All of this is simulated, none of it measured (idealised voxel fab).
The name of this process module is voxel released beams.
cross-section cut | 165 nm wide | cells 5 nm
Heads up, the way a cross-section reads in here is a grid of square cells, handed over as bands from the top down, with every band being one or more rows of cells. It is stipulated that each band's entry specify, in nanometres, the height of the top of the band and then that of its bottom, followed by the materials of the band in left-to-right sequence, each together with its width in nanometres. A single material marked by the word "all across" is understood to fill the band from edge to edge; the word "blank" is understood to denote empty space. Heights are reckoned from 0. Under this level, the received wafer is all of one material. The bottommost band is open-ended downward, for example "0 nm and below". Top row gets the first number, bottom row gets the second, and each row in between changes by the same step: that is how a band width like "30->40" works. Step note "no alteration" = no cross-section cell changed. Any empty space of 8 cells or more lacking an open way to the top shows up in "Unvented voids" as width x height at distance, distance from the left edge, in nm. What comes after the settings on a step's line is commentary from the simulator itself on that step. The "overlay nm" setting may appear on a step's line; for a step that uses a mask, it gives how far to the right of its planned position the mask lay, and a negative value indicates the left.
Steps in the process plan
1: op RECEIVE | material Si
2: op CONFORMAL_DEP | material SiN | thk nm 10
3: op DIRECTIONAL_DEP | material SiO2 | thk nm 20
4: op PATTERN | tone open | mask id ANCHOR | material resist | width nm 30 | thk nm 20 | overlay nm 0
5: op DIRECTIONAL_ETCH | etch materials SiO2 | depth nm 20
6: op STRIP | etch materials resist
7: op CONFORMAL_DEP | material TiN | thk nm 10
8: op MASKED_ETCH | tone cover | mask id BEAM | width nm 115 | etch materials TiN | depth nm 10 | overlay nm 0
9: op STRIP | etch materials SiO2
First of two wafers, with the run carried out as planned
Incoming wafer, cross-sectional view, post step 1
	0 nm and below = Si all across
	Unvented voids: none
Cross-sectional representation of the wafer at the conclusion of step 2
	10 nm to 0 nm = SiN all across
	Heights below 0 show no change.
Cross-sectional representation of the wafer at the conclusion of step 3
	30 nm to 10 nm = SiO2 all across
	Heights below 10 show no change.
Cross-sectional representation of the wafer at the conclusion of step 4
	50 nm to 30 nm = resist 25 nm, blank 30 nm, resist 110 nm
	Heights below 30 show no change.
Cross-sectional representation of the wafer at the conclusion of step 5
	50 nm to 30 nm = resist 25 nm, blank 30 nm, resist 110 nm
	30 nm to 10 nm = SiO2 25 nm, blank 30 nm, SiO2 110 nm
	Heights below 10 show no change.
Cross-sectional representation of the wafer at the conclusion of step 6
	30 nm to 10 nm = SiO2 25 nm, blank 30 nm, SiO2 110 nm
	Heights below 10 show no change.
Cross-sectional representation of the wafer at the conclusion of step 7
	40 nm to 30 nm = TiN 35 nm, blank 10 nm, TiN 120 nm
	30 nm to 20 nm = SiO2 25 nm, TiN 10 nm, blank 10 nm, TiN 10 nm, SiO2 110 nm
	20 nm to 10 nm = SiO2 25 nm, TiN 30 nm, SiO2 110 nm
	Heights below 10 show no change.
Cross-sectional representation of the wafer at the conclusion of step 8
	40 nm to 30 nm = blank 20 nm, TiN 15 nm, blank 10 nm, TiN 90 nm, blank 30 nm
	Heights below 30 show no change.
Cross-sectional representation of the wafer at the conclusion of step 9
	40 nm to 30 nm = blank 20 nm, TiN 15 nm, blank 10 nm, TiN 90 nm, blank 30 nm
	30 nm to 20 nm = blank 25 nm, TiN 10 nm, blank 10 nm, TiN 10 nm, blank 110 nm
	20 nm to 10 nm = blank 25 nm, TiN 30 nm, blank 110 nm
	Heights below 10 show no change.
Wafer two of the pair: same origin, same plan, one error during the run; identical to wafer one up to and including step 8
Cross-section of the second wafer corresponding to the planned conclusion of step 9
	30 nm to 10 nm = SiO2 25 nm, blank 30 nm, SiO2 110 nm
	Heights below 10 show no change.
Misprocessing identified: heads up, step 9 didn't go per plan, it actually ran as op STRIP | etch materials TiN
It is noted that, at the conclusion of processing, the second wafer exhibits a higher or lower cell count for certain materials relative to the first: SiO2 +108 | TiN -62
